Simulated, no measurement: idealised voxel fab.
Proc. module: voxel fin reveal
FYI the section here is cut, 150 nm wide, cells are 5 nm squares.
Heads up, the way a cross-section reads in here is a grid of square cells, handed over as bands from the top down, with every band being one or more rows of cells. Each band's line starts with the height of the band's top and of its bottom, in nm. Then come its materials from left to right, each with its width in nm. One material with "edge to edge" fills the band from edge to edge. "air" is empty space. Below 0: as-received wafer, all one material; heights counted from there. Lowest band: no bottom, goes on down, written "0 down". Per-row width for "30->40": begins at first number (top row of band), ends at second number (bottom row), increment between rows held constant. Take "no change occurred" at face value: in the step it is given for, the cross-section changed in none of its cells. Closed empty spaces (no open way to the top) of 8 cells or more are what "Completely enclosed voids" lists, each as width x height at distance from the left edge, nm for all three. If you see something after the settings on a step's line, that's the simulator's own remark about that step. For masked steps, "overlay nm" on the step line gives how far right of plan the mask actually lay; a minus sign means it lay to the left.
# Steps in the process plan
step 1: RECEIVE (material Si)
step 2: CONFORMAL_DEP (material SiN; thk nm 10)
step 3: MASKED_ETCH (tone cover; mask id FINS; width nm 15; pitch nm 45; etch materials SiN; depth nm 10; overlay nm -15)
step 4: MASKED_ETCH (tone cover; mask id FINS; width nm 15; pitch nm 45; etch materials Si; depth nm 30; overlay nm 0)
step 5: OXIDIZE (depth nm 5)
step 6: FILL_DEP (material SiO2; thk nm 5)
step 7: CMP (height nm 10)
step 8: SELECTIVE_ETCH (etch materials SiO2; depth nm 30)
step 9: STRIP (etch materials SiN)
The wafers in this document start out alike and differ in the overlay nm applied at step 3; the plan shows the value used for the first wafer.
# Cross-section of the first of several received wafers, showing its state after step 1
    0 down = Si edge to edge
    Completely enclosed voids: none
# Module finished, last step 9 done: cross-section of the first of several wafers
    0 to -5 = air: 35 | Si: 5 | air: 40 | Si: 5 | air: 65
    -5 to -20 = air: 35 | Si: 20 | air: 25 | Si: 20 | air: 50
    -20 to -35 = SiO2: 35 | Si: 20 | SiO2: 25 | Si: 20 | SiO2: 50
    -35 down = Si edge to edge
    Completely enclosed voids: none
# The module's end: a cross-section of the last wafer
    0 to -5 = air: 65 | Si: 5 | air: 40 | Si: 5 | air: 35
    -5 to -20 = air: 50 | Si: 20 | air: 25 | Si: 20 | air: 35
    -20 to -35 = SiO2: 50 | Si: 20 | SiO2: 25 | Si: 20 | SiO2: 35
    -35 down = Si edge to edge
    Completely enclosed voids: none
# Every row in this table is a wafer at the end of the module, and it gives, for each of the materials, the cells that wafer has gained (+) or lost (-) since it was received, then its closed voids
overlay nm -15, -160 Si, +66 SiO2, Completely enclosed voids: none
overlay nm -10, -172 Si, +72 SiO2, Completely enclosed voids: none
overlay nm -5, -184 Si, +78 SiO2, Completely enclosed voids: none
overlay nm 0, -196 Si, +84 SiO2, Completely enclosed voids: none
overlay nm 5, -184 Si, +78 SiO2, Completely enclosed voids: none
overlay nm 10, -172 Si, +72 SiO2, Completely enclosed voids: none
overlay nm 15, -160 Si, +66 SiO2, Completely enclosed voids: none
